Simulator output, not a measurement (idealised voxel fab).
The process module that follows is named voxel self aligned vias.
Each square cell in cross-section cut measures 5 nm, and the section as a whole is 195 nm wide.
Reading order for cross-sections: top band down to bottom band. Underlying form: a grid of square cells. Band size: one or more rows of cells.
Read a band's entry like this: the first values are the height of its top and the height of its bottom in nm, and what follows is the sequence of materials from left to right, each with its width in nm. Note that "air" is empty space, and that a single material marked "everywhere" reaches across the band from edge to edge.
Measure heights from 0. That's the level where, below it, the as-received wafer is all one material. The lowest band is bottomless and extends downward; write it as in "0 down".
A width given as "30..40" starts at the first number in the band's top row and ends at the second number in its bottom row, shifting by an equal amount at every step from row to row.
"nothing altered" after a step means that no cell of the cross-section changed.
"Voids, fully enclosed" lists enclosed empty spaces (at least 8 cells, no open path upward to the top), each as width x height at distance from the left edge, in nm.
Formally, on a step line, whatever follows the settings is a remark that the simulator itself makes on the step.
overlay nm: where the mask lay relative to plan, measured to the right, on steps with a mask; negatives go left.
Pairs from here to the end. Each: cross-section before one process step, cross-section after it, the latter only as far down as the lowest band that changed. Under each: the step between, and its settings. Mind that the pairs may be taken from different runs of this module on the same starting wafer; whether a pair continues from the pair above depends on its entry headed "Incoming structure", and it does only where that entry says so.
**Incoming structure**
    0 down = Si everywhere
    Voids, fully enclosed: none
**Resulting Structure**
    10 to 0 = SiO2 everywhere
    At heights below 0, the structure remains unaltered.
    Voids, fully enclosed: none
Processing between the before and after sections above: CONFORMAL_DEP: material SiO2, thk nm 10
Incoming structure: starting point is the after cross-section of the pair just above.
**Resulting Structure**
    15 to 10 = SiCN everywhere
    At heights below 10, the structure remains unaltered.
    Voids, fully enclosed: none
Processing between the before and after sections above: CONFORMAL_DEP: material SiCN, thk nm 5
Incoming structure: starting point is the after cross-section of the pair just above.
**Resulting Structure**
    40 to 15 = lowk everywhere
    At heights below 15, the structure remains unaltered.
    Voids, fully enclosed: none
Processing between the before and after sections above: DIRECTIONAL_DEP: material lowk, thk nm 25
Incoming structure: starting point is the after cross-section of the pair just above.
**Resulting Structure**
    55 to 40 = resist: 50 | air: 25 | resist: 40 | air: 25 | resist: 55
    At heights below 40, the structure remains unaltered.
    Voids, fully enclosed: none
Processing between the before and after sections above: PATTERN: tone open, mask id LINES, material resist, width nm 25, pitch nm 65, thk nm 15, overlay nm 0
Incoming structure: starting point is the after cross-section of the pair just above.
**Resulting Structure**
    55 to 40 = resist: 50 | air: 25 | resist: 40 | air: 25 | resist: 55
    40 to 15 = lowk: 50 | air: 25 | lowk: 40 | air: 25 | lowk: 55
    At heights below 15, the structure remains unaltered.
    Voids, fully enclosed: none
Processing between the before and after sections above: DIRECTIONAL_ETCH: etch materials lowk, depth nm 25
Incoming structure: starting point is the after cross-section of the pair just above.
**Resulting Structure**
    40 to 15 = lowk: 50 | air: 25 | lowk: 40 | air: 25 | lowk: 55
    At heights below 15, the structure remains unaltered.
    Voids, fully enclosed: none
Processing between the before and after sections above: STRIP: etch materials resist
Incoming structure: starting point is the after cross-section of the pair just above.
**Resulting Structure**
    45 to 40 = TiN: 55 | air: 15 | TiN: 50 | air: 15 | TiN: 60
    40 to 20 = lowk: 50 | TiN: 5 | air: 15 | TiN: 5 | lowk: 40 | TiN: 5 | air: 15 | TiN: 5 | lowk: 55
    20 to 15 = lowk: 50 | TiN: 25 | lowk: 40 | TiN: 25 | lowk: 55
    At heights below 15, the structure remains unaltered.
    Voids, fully enclosed: none
Processing between the before and after sections above: CONFORMAL_DEP: material TiN, thk nm 5
Incoming structure: starting point is the after cross-section of the pair just above.
**Resulting Structure**
    50 to 45 = W everywhere
    45 to 40 = TiN: 55 | W: 15 | TiN: 50 | W: 15 | TiN: 60
    40 to 20 = lowk: 50 | TiN: 5 | W: 15 | TiN: 5 | lowk: 40 | TiN: 5 | W: 15 | TiN: 5 | lowk: 55
    At heights below 20, the structure remains unaltered.
    Voids, fully enclosed: none
Processing between the before and after sections above: FILL_DEP: material W, thk nm 5
Incoming structure: starting point is the after cross-section of the pair just above.
**Resulting Structure**
    40 to 20 = lowk: 50 | TiN: 5 | W: 15 | TiN: 5 | lowk: 40 | TiN: 5 | W: 15 | TiN: 5 | lowk: 55
    At heights below 20, the structure remains unaltered.
    Voids, fully enclosed: none
Processing between the before and after sections above: CMP: height nm 40
Incoming structure: starting point is the after cross-section of the pair just above.
**Resulting Structure**
    40 to 35 = lowk: 50 | air: 25 | lowk: 40 | air: 25 | lowk: 55
    At heights below 35, the structure remains unaltered.
    Voids, fully enclosed: none
Processing between the before and after sections above: SELECTIVE_ETCH: etch materials W Ru TiN, depth nm 5
Incoming structure: starting point is the after cross-section of the pair just above.
**Resulting Structure**
    45 to 40 = SiN everywhere
    40 to 35 = lowk: 50 | SiN: 25 | lowk: 40 | SiN: 25 | lowk: 55
    At heights below 35, the structure remains unaltered.
    Voids, fully enclosed: none
Processing between the before and after sections above: FILL_DEP: material SiN, thk nm 5
Incoming structure: starting point is the after cross-section of the pair just above.
**Resulting Structure**
    40 to 35 = lowk: 50 | SiN: 25 | lowk: 40 | SiN: 25 | lowk: 55
    At heights below 35, the structure remains unaltered.
    Voids, fully enclosed: none
Processing between the before and after sections above: CMP: height nm 40
Incoming structure: starting point is the after cross-section of the pair just above.
**Resulting Structure**
    60 to 40 = lowk everywhere
    At heights below 40, the structure remains unaltered.
    Voids, fully enclosed: none
Processing between the before and after sections above: DIRECTIONAL_DEP: material lowk, thk nm 20
Incoming structure: starting point is the after cross-section of the pair just above.
**Resulting Structure**
    75 to 60 = resist: 45 | air: 35 | resist: 30 | air: 35 | resist: 50
    At heights below 60, the structure remains unaltered.
    Voids, fully enclosed: none
Processing between the before and after sections above: PATTERN: tone open, mask id VIAS, material resist, width nm 35, pitch nm 65, thk nm 15, overlay nm 0
Incoming structure: starting point is the after cross-section of the pair just above.
**Resulting Structure**
    75 to 60 = resist: 45 | air: 35 | resist: 30 | air: 35 | resist: 50
    60 to 40 = lowk: 45 | air: 35 | lowk: 30 | air: 35 | lowk: 50
    At heights below 40, the structure remains unaltered.
    Voids, fully enclosed: none
Processing between the before and after sections above: DIRECTIONAL_ETCH: etch materials lowk, depth nm 20
Incoming structure: starting point is the after cross-section of the pair just above.
**Resulting Structure**
    75 to 60 = resist: 45 | air: 35 | resist: 30 | air: 35 | resist: 50
    60 to 40 = lowk: 45 | air: 35 | lowk: 30 | air: 35 | lowk: 50
    40 to 35 = lowk: 50 | air: 25 | lowk: 40 | air: 25 | lowk: 55
    At heights below 35, the structure remains unaltered.
    Voids, fully enclosed: none
Processing between the before and after sections above: DIRECTIONAL_ETCH: etch materials SiN, depth nm 5
Incoming structure: starting point is the after cross-section of the pair just above.
**Resulting Structure**
    60 to 40 = lowk: 45 | air: 35 | lowk: 30 | air: 35 | lowk: 50
    At heights below 40, the structure remains unaltered.
    Voids, fully enclosed: none
Processing between the before and after sections above: STRIP: etch materials resist
Incoming structure: starting point is the after cross-section of the pair just above.
**Resulting Structure**
    65 to 60 = TiN: 50 | air: 25 | TiN: 40 | air: 25 | TiN: 55
    60 to 45 = lowk: 45 | TiN: 5 | air: 25 | TiN: 5 | lowk: 30 | TiN: 5 | air: 25 | TiN: 5 | lowk: 50
    45 to 40 = lowk: 45 | TiN: 10 | air: 15 | TiN: 10 | lowk: 30 | TiN: 10 | air: 15 | TiN: 10 | lowk: 50
    40 to 35 = lowk: 50 | TiN: 25 | lowk: 40 | TiN: 25 | lowk: 55
    At heights below 35, the structure remains unaltered.
    Voids, fully enclosed: none
Processing between the before and after sections above: CONFORMAL_DEP: material TiN, thk nm 5
Incoming structure: starting point is the after cross-section of the pair just above.
**Resulting Structure**
    75 to 65 = Ru everywhere
    65 to 60 = TiN: 50 | Ru: 25 | TiN: 40 | Ru: 25 | TiN: 55
    60 to 45 = lowk: 45 | TiN: 5 | Ru: 25 | TiN: 5 | lowk: 30 | TiN: 5 | Ru: 25 | TiN: 5 | lowk: 50
    45 to 40 = lowk: 45 | TiN: 10 | Ru: 15 | TiN: 10 | lowk: 30 | TiN: 10 | Ru: 15 | TiN: 10 | lowk: 50
    At heights below 40, the structure remains unaltered.
    Voids, fully enclosed: none
Processing between the before and after sections above: FILL_DEP: material Ru, thk nm 10
Incoming structure: starting point is the after cross-section of the pair just above.
**Resulting Structure**
    60 to 45 = lowk: 45 | TiN: 5 | Ru: 25 | TiN: 5 | lowk: 30 | TiN: 5 | Ru: 25 | TiN: 5 | lowk: 50
    At heights below 45, the structure remains unaltered.
    Voids, fully enclosed: none
Processing between the before and after sections above: CMP: height nm 60
Incoming structure: starting point is the after cross-section of the pair just above.
**Resulting Structure**
    65 to 60 = SiCN everywhere
    At heights below 60, the structure remains unaltered.
    Voids, fully enclosed: none
Processing between the before and after sections above: CONFORMAL_DEP: material SiCN, thk nm 5
**Incoming structure**
    0 down = Si everywhere
    Voids, fully enclosed: none
**Resulting Structure**
    5 to 0 = SiCN everywhere
    At heights below 0, the structure remains unaltered.
    Voids, fully enclosed: none
Processing between the before and after sections above: CONFORMAL_DEP: material SiCN, thk nm 5
Incoming structure: starting point is the after cross-section of the pair just above.
**Resulting Structure**
    30 to 5 = lowk everywhere
    At heights below 5, the structure remains unaltered.
    Voids, fully enclosed: none
Processing between the before and after sections above: DIRECTIONAL_DEP: material lowk, thk nm 25
Incoming structure: starting point is the after cross-section of the pair just above.
**Resulting Structure**
    45 to 30 = resist: 50 | air: 25 | resist: 40 | air: 25 | resist: 55
    At heights below 30, the structure remains unaltered.
    Voids, fully enclosed: none
Processing between the before and after sections above: PATTERN: tone open, mask id LINES, material resist, width nm 25, pitch nm 65, thk nm 15, overlay nm 0
Incoming structure: starting point is the after cross-section of the pair just above.
**Resulting Structure**
    45 to 30 = resist: 50 | air: 25 | resist: 40 | air: 25 | resist: 55
    30 to 5 = lowk: 50 | air: 25 | lowk: 40 | air: 25 | lowk: 55
    At heights below 5, the structure remains unaltered.
    Voids, fully enclosed: none
Processing between the before and after sections above: DIRECTIONAL_ETCH: etch materials lowk, depth nm 25
Incoming structure: starting point is the after cross-section of the pair just above.
**Resulting Structure**
    30 to 5 = lowk: 50 | air: 25 | lowk: 40 | air: 25 | lowk: 55
    At heights below 5, the structure remains unaltered.
    Voids, fully enclosed: none
Processing between the before and after sections above: STRIP: etch materials resist
Incoming structure: starting point is the after cross-section of the pair just above.
**Resulting Structure**
    35 to 30 = TiN: 55 | air: 15 | TiN: 50 | air: 15 | TiN: 60
    30 to 10 = lowk: 50 | TiN: 5 | air: 15 | TiN: 5 | lowk: 40 | TiN: 5 | air: 15 | TiN: 5 | lowk: 55
    10 to 5 = lowk: 50 | TiN: 25 | lowk: 40 | TiN: 25 | lowk: 55
    At heights below 5, the structure remains unaltered.
    Voids, fully enclosed: none
Processing between the before and after sections above: CONFORMAL_DEP: material TiN, thk nm 5
Incoming structure: starting point is the after cross-section of the pair just above.
**Resulting Structure**
    40 to 35 = W everywhere
    35 to 30 = TiN: 55 | W: 15 | TiN: 50 | W: 15 | TiN: 60
    30 to 10 = lowk: 50 | TiN: 5 | W: 15 | TiN: 5 | lowk: 40 | TiN: 5 | W: 15 | TiN: 5 | lowk: 55
    At heights below 10, the structure remains unaltered.
    Voids, fully enclosed: none
Processing between the before and after sections above: FILL_DEP: material W, thk nm 5
Incoming structure: starting point is the after cross-section of the pair just above.
**Resulting Structure**
    35 to 30 = TiN: 55 | W: 15 | TiN: 50 | W: 15 | TiN: 60
    At heights below 30, the structure remains unaltered.
    Voids, fully enclosed: none
Processing between the before and after sections above: SELECTIVE_ETCH: etch materials W Ru TiN, depth nm 5
Incoming structure: starting point is the after cross-section of the pair just above.
**Resulting Structure**
    40 to 35 = SiN everywhere
    At heights below 35, the structure remains unaltered.
    Voids, fully enclosed: none
Processing between the before and after sections above: FILL_DEP: material SiN, thk nm 5
Incoming structure: starting point is the after cross-section of the pair just above.
**Resulting Structure**
    60 to 40 = lowk everywhere
    At heights below 40, the structure remains unaltered.
    Voids, fully enclosed: none
Processing between the before and after sections above: DIRECTIONAL_DEP: material lowk, thk nm 20
Incoming structure: starting point is the after cross-section of the pair just above.
**Resulting Structure**
    75 to 60 = resist: 45 | air: 35 | resist: 30 | air: 35 | resist: 50
    At heights below 60, the structure remains unaltered.
    Voids, fully enclosed: none
Processing between the before and after sections above: PATTERN: tone open, mask id VIAS, material resist, width nm 35, pitch nm 65, thk nm 15, overlay nm 0
Incoming structure: starting point is the after cross-section of the pair just above.
**Resulting Structure**
    75 to 60 = resist: 45 | air: 35 | resist: 30 | air: 35 | resist: 50
    60 to 40 = lowk: 45 | air: 35 | lowk: 30 | air: 35 | lowk: 50
    At heights below 40, the structure remains unaltered.
    Voids, fully enclosed: none
Processing between the before and after sections above: DIRECTIONAL_ETCH: etch materials lowk, depth nm 20
Incoming structure: starting point is the after cross-section of the pair just above.
**Resulting Structure**
    75 to 60 = resist: 45 | air: 35 | resist: 30 | air: 35 | resist: 50
    60 to 40 = lowk: 45 | air: 35 | lowk: 30 | air: 35 | lowk: 50
    40 to 35 = SiN: 45 | air: 35 | SiN: 30 | air: 35 | SiN: 50
    At heights below 35, the structure remains unaltered.
    Voids, fully enclosed: none
Processing between the before and after sections above: DIRECTIONAL_ETCH: etch materials SiN, depth nm 5
Incoming structure: starting point is the after cross-section of the pair just above.
**Resulting Structure**
    60 to 40 = lowk: 45 | air: 35 | lowk: 30 | air: 35 | lowk: 50
    At heights below 40, the structure remains unaltered.
    Voids, fully enclosed: none
Processing between the before and after sections above: STRIP: etch materials resist
Incoming structure: starting point is the after cross-section of the pair just above.
**Resulting Structure**
    65 to 60 = TiN: 50 | air: 25 | TiN: 40 | air: 25 | TiN: 55
    60 to 40 = lowk: 45 | TiN: 5 | air: 25 | TiN: 5 | lowk: 30 | TiN: 5 | air: 25 | TiN: 5 | lowk: 50
    40 to 35 = SiN: 45 | TiN: 35 | SiN: 30 | TiN: 35 | SiN: 50
    At heights below 35, the structure remains unaltered.
    Voids, fully enclosed: none
Processing between the before and after sections above: CONFORMAL_DEP: material TiN, thk nm 5
Incoming structure: starting point is the after cross-section of the pair just above.
**Resulting Structure**
    75 to 65 = Ru everywhere
    65 to 60 = TiN: 50 | Ru: 25 | TiN: 40 | Ru: 25 | TiN: 55
    60 to 40 = lowk: 45 | TiN: 5 | Ru: 25 | TiN: 5 | lowk: 30 | TiN: 5 | Ru: 25 | TiN: 5 | lowk: 50
    At heights below 40, the structure remains unaltered.
    Voids, fully enclosed: none
Processing between the before and after sections above: FILL_DEP: material Ru, thk nm 10
Incoming structure: starting point is the after cross-section of the pair just above.
**Resulting Structure**
    60 to 40 = lowk: 45 | TiN: 5 | Ru: 25 | TiN: 5 | lowk: 30 | TiN: 5 | Ru: 25 | TiN: 5 | lowk: 50
    At heights below 40, the structure remains unaltered.
    Voids, fully enclosed: none
Processing between the before and after sections above: CMP: height nm 60
Incoming structure: starting point is the after cross-section of the pair just above.
**Resulting Structure**
    65 to 60 = SiCN everywhere
    At heights below 60, the structure remains unaltered.
    Voids, fully enclosed: none
Processing between the before and after sections above: CONFORMAL_DEP: material SiCN, thk nm 5
**Incoming structure**
    75 to 60 = resist: 45 | air: 35 | resist: 30 | air: 35 | resist: 50
    60 to 40 = lowk: 45 | air: 35 | lowk: 30 | air: 35 | lowk: 50
    40 to 35 = lowk: 50 | SiN: 25 | lowk: 40 | SiN: 25 | lowk: 55
    35 to 20 = lowk: 50 | TiN: 5 | W: 15 | TiN: 5 | lowk: 40 | TiN: 5 | W: 15 | TiN: 5 | lowk: 55
    20 to 15 = lowk: 50 | TiN: 25 | lowk: 40 | TiN: 25 | lowk: 55
    15 to 10 = SiCN everywhere
    10 to 0 = SiO2 everywhere
    0 down = Si everywhere
    Voids, fully enclosed: none
**Resulting Structure**
    75 to 60 = resist: 45 | air: 35 | resist: 30 | air: 35 | resist: 50
    60 to 40 = lowk: 45 | air: 35 | lowk: 30 | air: 35 | lowk: 50
    40 to 35 = lowk: 45 | air: 5 | SiN: 25 | air: 5 | lowk: 30 | air: 5 | SiN: 25 | air: 5 | lowk: 50
    35 to 20 = lowk: 45 | air: 5 | TiN: 5 | W: 15 | TiN: 5 | air: 5 | lowk: 30 | air: 5 | TiN: 5 | W: 15 | TiN: 5 | air: 5 | lowk: 50
    At heights below 20, the structure remains unaltered.
    Voids, fully enclosed: none
Processing between the before and after sections above: DIRECTIONAL_ETCH: etch materials lowk, depth nm 20
Incoming structure: starting point is the after cross-section of the pair just above.
**Resulting Structure**
    75 to 60 = resist: 45 | air: 35 | resist: 30 | air: 35 | resist: 50
    60 to 35 = lowk: 45 | air: 35 | lowk: 30 | air: 35 | lowk: 50
    At heights below 35, the structure remains unaltered.
    Voids, fully enclosed: none
Processing between the before and after sections above: DIRECTIONAL_ETCH: etch materials SiN, depth nm 5
Incoming structure: starting point is the after cross-section of the pair just above.
**Resulting Structure**
    60 to 35 = lowk: 45 | air: 35 | lowk: 30 | air: 35 | lowk: 50
    At heights below 35, the structure remains unaltered.
    Voids, fully enclosed: none
Processing between the before and after sections above: STRIP: etch materials resist
Incoming structure: starting point is the after cross-section of the pair just above.
**Resulting Structure**
    65 to 60 = TiN: 50 | air: 25 | TiN: 40 | air: 25 | TiN: 55
    60 to 40 = lowk: 45 | TiN: 5 | air: 25 | TiN: 5 | lowk: 30 | TiN: 5 | air: 25 | TiN: 5 | lowk: 50
    40 to 35 = lowk: 45 | TiN: 35 | lowk: 30 | TiN: 35 | lowk: 50
    35 to 20 = lowk: 45 | TiN: 10 | W: 15 | TiN: 10 | lowk: 30 | TiN: 10 | W: 15 | TiN: 10 | lowk: 50
    At heights below 20, the structure remains unaltered.
    Voids, fully enclosed: none
Processing between the before and after sections above: CONFORMAL_DEP: material TiN, thk nm 5
Incoming structure: starting point is the after cross-section of the pair just above.
**Resulting Structure**
    75 to 65 = Ru everywhere
    65 to 60 = TiN: 50 | Ru: 25 | TiN: 40 | Ru: 25 | TiN: 55
    60 to 40 = lowk: 45 | TiN: 5 | Ru: 25 | TiN: 5 | lowk: 30 | TiN: 5 | Ru: 25 | TiN: 5 | lowk: 50
    At heights below 40, the structure remains unaltered.
    Voids, fully enclosed: none
Processing between the before and after sections above: FILL_DEP: material Ru, thk nm 10
Incoming structure: starting point is the after cross-section of the pair just above.
**Resulting Structure**
    60 to 40 = lowk: 45 | TiN: 5 | Ru: 25 | TiN: 5 | lowk: 30 | TiN: 5 | Ru: 25 | TiN: 5 | lowk: 50
    At heights below 40, the structure remains unaltered.
    Voids, fully enclosed: none
Processing between the before and after sections above: CMP: height nm 60
Incoming structure: starting point is the after cross-section of the pair just above.
**Resulting Structure**
    65 to 60 = SiCN everywhere
    At heights below 60, the structure remains unaltered.
    Voids, fully enclosed: none
Processing between the before and after sections above: CONFORMAL_DEP: material SiCN, thk nm 5
**Incoming structure**
    5 to 0 = SiCN everywhere
    0 down = Si everywhere
    Voids, fully enclosed: none
**Resulting Structure**
    15 to 5 = SiO2 everywhere
    At heights below 5, the structure remains unaltered.
    Voids, fully enclosed: none
Processing between the before and after sections above: CONFORMAL_DEP: material SiO2, thk nm 10
Incoming structure: starting point is the after cross-section of the pair just above.
**Resulting Structure**
    40 to 15 = lowk everywhere
    At heights below 15, the structure remains unaltered.
    Voids, fully enclosed: none
Processing between the before and after sections above: DIRECTIONAL_DEP: material lowk, thk nm 25
Incoming structure: starting point is the after cross-section of the pair just above.
**Resulting Structure**
    55 to 40 = resist: 50 | air: 25 | resist: 40 | air: 25 | resist: 55
    At heights below 40, the structure remains unaltered.
    Voids, fully enclosed: none
Processing between the before and after sections above: PATTERN: tone open, mask id LINES, material resist, width nm 25, pitch nm 65, thk nm 15, overlay nm 0
Incoming structure: starting point is the after cross-section of the pair just above.
**Resulting Structure**
    55 to 40 = resist: 50 | air: 25 | resist: 40 | air: 25 | resist: 55
    40 to 15 = lowk: 50 | air: 25 | lowk: 40 | air: 25 | lowk: 55
    At heights below 15, the structure remains unaltered.
    Voids, fully enclosed: none
Processing between the before and after sections above: DIRECTIONAL_ETCH: etch materials lowk, depth nm 25
Incoming structure: starting point is the after cross-section of the pair just above.
**Resulting Structure**
    40 to 15 = lowk: 50 | air: 25 | lowk: 40 | air: 25 | lowk: 55
    At heights below 15, the structure remains unaltered.
    Voids, fully enclosed: none
Processing between the before and after sections above: STRIP: etch materials resist
Incoming structure: starting point is the after cross-section of the pair just above.
**Resulting Structure**
    45 to 40 = TiN: 55 | air: 15 | TiN: 50 | air: 15 | TiN: 60
    40 to 20 = lowk: 50 | TiN: 5 | air: 15 | TiN: 5 | lowk: 40 | TiN: 5 | air: 15 | TiN: 5 | lowk: 55
    20 to 15 = lowk: 50 | TiN: 25 | lowk: 40 | TiN: 25 | lowk: 55
    At heights below 15, the structure remains unaltered.
    Voids, fully enclosed: none
Processing between the before and after sections above: CONFORMAL_DEP: material TiN, thk nm 5
Incoming structure: starting point is the after cross-section of the pair just above.
**Resulting Structure**
    50 to 45 = W everywhere
    45 to 40 = TiN: 55 | W: 15 | TiN: 50 | W: 15 | TiN: 60
    40 to 20 = lowk: 50 | TiN: 5 | W: 15 | TiN: 5 | lowk: 40 | TiN: 5 | W: 15 | TiN: 5 | lowk: 55
    At heights below 20, the structure remains unaltered.
    Voids, fully enclosed: none
Processing between the before and after sections above: FILL_DEP: material W, thk nm 5
Incoming structure: starting point is the after cross-section of the pair just above.
**Resulting Structure**
    40 to 20 = lowk: 50 | TiN: 5 | W: 15 | TiN: 5 | lowk: 40 | TiN: 5 | W: 15 | TiN: 5 | lowk: 55
    At heights below 20, the structure remains unaltered.
    Voids, fully enclosed: none
Processing between the before and after sections above: CMP: height nm 40
Incoming structure: starting point is the after cross-section of the pair just above.
**Resulting Structure**
    40 to 35 = lowk: 50 | air: 25 | lowk: 40 | air: 25 | lowk: 55
    At heights below 35, the structure remains unaltered.
    Voids, fully enclosed: none
Processing between the before and after sections above: SELECTIVE_ETCH: etch materials W Ru TiN, depth nm 5
Incoming structure: starting point is the after cross-section of the pair just above.
**Resulting Structure**
    45 to 40 = SiN everywhere
    40 to 35 = lowk: 50 | SiN: 25 | lowk: 40 | SiN: 25 | lowk: 55
    At heights below 35, the structure remains unaltered.
    Voids, fully enclosed: none
Processing between the before and after sections above: FILL_DEP: material SiN, thk nm 5
Incoming structure: starting point is the after cross-section of the pair just above.
**Resulting Structure**
    40 to 35 = lowk: 50 | SiN: 25 | lowk: 40 | SiN: 25 | lowk: 55
    At heights below 35, the structure remains unaltered.
    Voids, fully enclosed: none
Processing between the before and after sections above: CMP: height nm 40
Incoming structure: starting point is the after cross-section of the pair just above.
**Resulting Structure**
    60 to 40 = lowk everywhere
    At heights below 40, the structure remains unaltered.
    Voids, fully enclosed: none
Processing between the before and after sections above: DIRECTIONAL_DEP: material lowk, thk nm 20
Incoming structure: starting point is the after cross-section of the pair just above.
**Resulting Structure**
    75 to 60 = resist: 45 | air: 35 | resist: 30 | air: 35 | resist: 50
    At heights below 60, the structure remains unaltered.
    Voids, fully enclosed: none
Processing between the before and after sections above: PATTERN: tone open, mask id VIAS, material resist, width nm 35, pitch nm 65, thk nm 15, overlay nm 0
Incoming structure: starting point is the after cross-section of the pair just above.
**Resulting Structure**
    75 to 60 = resist: 45 | air: 35 | resist: 30 | air: 35 | resist: 50
    60 to 40 = lowk: 45 | air: 35 | lowk: 30 | air: 35 | lowk: 50
    At heights below 40, the structure remains unaltered.
    Voids, fully enclosed: none
Processing between the before and after sections above: DIRECTIONAL_ETCH: etch materials lowk, depth nm 20
Incoming structure: starting point is the after cross-section of the pair just above.
**Resulting Structure**
    75 to 60 = resist: 45 | air: 35 | resist: 30 | air: 35 | resist: 50
    60 to 40 = lowk: 45 | air: 35 | lowk: 30 | air: 35 | lowk: 50
    40 to 35 = lowk: 50 | air: 25 | lowk: 40 | air: 25 | lowk: 55
    At heights below 35, the structure remains unaltered.
    Voids, fully enclosed: none
Processing between the before and after sections above: DIRECTIONAL_ETCH: etch materials SiN, depth nm 5
Incoming structure: starting point is the after cross-section of the pair just above.
**Resulting Structure**
    60 to 40 = lowk: 45 | air: 35 | lowk: 30 | air: 35 | lowk: 50
    At heights below 40, the structure remains unaltered.
    Voids, fully enclosed: none
Processing between the before and after sections above: STRIP: etch materials resist
Incoming structure: starting point is the after cross-section of the pair just above.
**Resulting Structure**
    65 to 60 = TiN: 50 | air: 25 | TiN: 40 | air: 25 | TiN: 55
    60 to 45 = lowk: 45 | TiN: 5 | air: 25 | TiN: 5 | lowk: 30 | TiN: 5 | air: 25 | TiN: 5 | lowk: 50
    45 to 40 = lowk: 45 | TiN: 10 | air: 15 | TiN: 10 | lowk: 30 | TiN: 10 | air: 15 | TiN: 10 | lowk: 50
    40 to 35 = lowk: 50 | TiN: 25 | lowk: 40 | TiN: 25 | lowk: 55
    At heights below 35, the structure remains unaltered.
    Voids, fully enclosed: none
Processing between the before and after sections above: CONFORMAL_DEP: material TiN, thk nm 5
Incoming structure: starting point is the after cross-section of the pair just above.
**Resulting Structure**
    75 to 65 = Ru everywhere
    65 to 60 = TiN: 50 | Ru: 25 | TiN: 40 | Ru: 25 | TiN: 55
    60 to 45 = lowk: 45 | TiN: 5 | Ru: 25 | TiN: 5 | lowk: 30 | TiN: 5 | Ru: 25 | TiN: 5 | lowk: 50
    45 to 40 = lowk: 45 | TiN: 10 | Ru: 15 | TiN: 10 | lowk: 30 | TiN: 10 | Ru: 15 | TiN: 10 | lowk: 50
    At heights below 40, the structure remains unaltered.
    Voids, fully enclosed: none
Processing between the before and after sections above: FILL_DEP: material Ru, thk nm 10
Incoming structure: starting point is the after cross-section of the pair just above.
**Resulting Structure**
    60 to 45 = lowk: 45 | TiN: 5 | Ru: 25 | TiN: 5 | lowk: 30 | TiN: 5 | Ru: 25 | TiN: 5 | lowk: 50
    At heights below 45, the structure remains unaltered.
    Voids, fully enclosed: none
Processing between the before and after sections above: CMP: height nm 60
Incoming structure: starting point is the after cross-section of the pair just above.
**Resulting Structure**
    65 to 60 = SiCN everywhere
    At heights below 60, the structure remains unaltered.
    Voids, fully enclosed: none
Processing between the before and after sections above: CONFORMAL_DEP: material SiCN, thk nm 5
**Incoming structure**
    50 to 45 = W everywhere
    45 to 40 = TiN: 55 | W: 15 | TiN: 50 | W: 15 | TiN: 60
    40 to 20 = lowk: 50 | TiN: 5 | W: 15 | TiN: 5 | lowk: 40 | TiN: 5 | W: 15 | TiN: 5 | lowk: 55
    20 to 15 = lowk: 50 | TiN: 25 | lowk: 40 | TiN: 25 | lowk: 55
    15 to 10 = SiCN everywhere
    10 to 0 = SiO2 everywhere
    0 down = Si everywhere
    Voids, fully enclosed: none
**Resulting Structure**
    35 to 20 = lowk: 50 | TiN: 5 | W: 15 | TiN: 5 | lowk: 40 | TiN: 5 | W: 15 | TiN: 5 | lowk: 55
    At heights below 20, the structure remains unaltered.
    Voids, fully enclosed: none
Processing between the before and after sections above: CMP: height nm 35
Incoming structure: starting point is the after cross-section of the pair just above.
**Resulting Structure**
    35 to 30 = lowk: 50 | air: 25 | lowk: 40 | air: 25 | lowk: 55
    At heights below 30, the structure remains unaltered.
    Voids, fully enclosed: none
Processing between the before and after sections above: SELECTIVE_ETCH: etch materials W Ru TiN, depth nm 5
Incoming structure: starting point is the after cross-section of the pair just above.
**Resulting Structure**
    40 to 35 = SiN everywhere
    35 to 30 = lowk: 50 | SiN: 25 | lowk: 40 | SiN: 25 | lowk: 55
    At heights below 30, the structure remains unaltered.
    Voids, fully enclosed: none
Processing between the before and after sections above: FILL_DEP: material SiN, thk nm 5
Incoming structure: starting point is the after cross-section of the pair just above.
**Resulting Structure**
    60 to 40 = lowk everywhere
    At heights below 40, the structure remains unaltered.
    Voids, fully enclosed: none
Processing between the before and after sections above: DIRECTIONAL_DEP: material lowk, thk nm 20
Incoming structure: starting point is the after cross-section of the pair just above.
**Resulting Structure**
    75 to 60 = resist: 45 | air: 35 | resist: 30 | air: 35 | resist: 50
    At heights below 60, the structure remains unaltered.
    Voids, fully enclosed: none
Processing between the before and after sections above: PATTERN: tone open, mask id VIAS, material resist, width nm 35, pitch nm 65, thk nm 15, overlay nm 0
Incoming structure: starting point is the after cross-section of the pair just above.
**Resulting Structure**
    75 to 60 = resist: 45 | air: 35 | resist: 30 | air: 35 | resist: 50
    60 to 40 = lowk: 45 | air: 35 | lowk: 30 | air: 35 | lowk: 50
    At heights below 40, the structure remains unaltered.
    Voids, fully enclosed: none
Processing between the before and after sections above: DIRECTIONAL_ETCH: etch materials lowk, depth nm 20
Incoming structure: starting point is the after cross-section of the pair just above.
**Resulting Structure**
    75 to 60 = resist: 45 | air: 35 | resist: 30 | air: 35 | resist: 50
    60 to 40 = lowk: 45 | air: 35 | lowk: 30 | air: 35 | lowk: 50
    40 to 35 = SiN: 45 | air: 35 | SiN: 30 | air: 35 | SiN: 50
    At heights below 35, the structure remains unaltered.
    Voids, fully enclosed: none
Processing between the before and after sections above: DIRECTIONAL_ETCH: etch materials SiN, depth nm 5
Incoming structure: starting point is the after cross-section of the pair just above.
**Resulting Structure**
    60 to 40 = lowk: 45 | air: 35 | lowk: 30 | air: 35 | lowk: 50
    At heights below 40, the structure remains unaltered.
    Voids, fully enclosed: none
Processing between the before and after sections above: STRIP: etch materials resist
Incoming structure: starting point is the after cross-section of the pair just above.
**Resulting Structure**
    65 to 60 = TiN: 50 | air: 25 | TiN: 40 | air: 25 | TiN: 55
    60 to 40 = lowk: 45 | TiN: 5 | air: 25 | TiN: 5 | lowk: 30 | TiN: 5 | air: 25 | TiN: 5 | lowk: 50
    40 to 35 = SiN: 45 | TiN: 35 | SiN: 30 | TiN: 35 | SiN: 50
    At heights below 35, the structure remains unaltered.
    Voids, fully enclosed: none
Processing between the before and after sections above: CONFORMAL_DEP: material TiN, thk nm 5
Incoming structure: starting point is the after cross-section of the pair just above.
**Resulting Structure**
    75 to 65 = Ru everywhere
    65 to 60 = TiN: 50 | Ru: 25 | TiN: 40 | Ru: 25 | TiN: 55
    60 to 40 = lowk: 45 | TiN: 5 | Ru: 25 | TiN: 5 | lowk: 30 | TiN: 5 | Ru: 25 | TiN: 5 | lowk: 50
    At heights below 40, the structure remains unaltered.
    Voids, fully enclosed: none
Processing between the before and after sections above: FILL_DEP: material Ru, thk nm 10
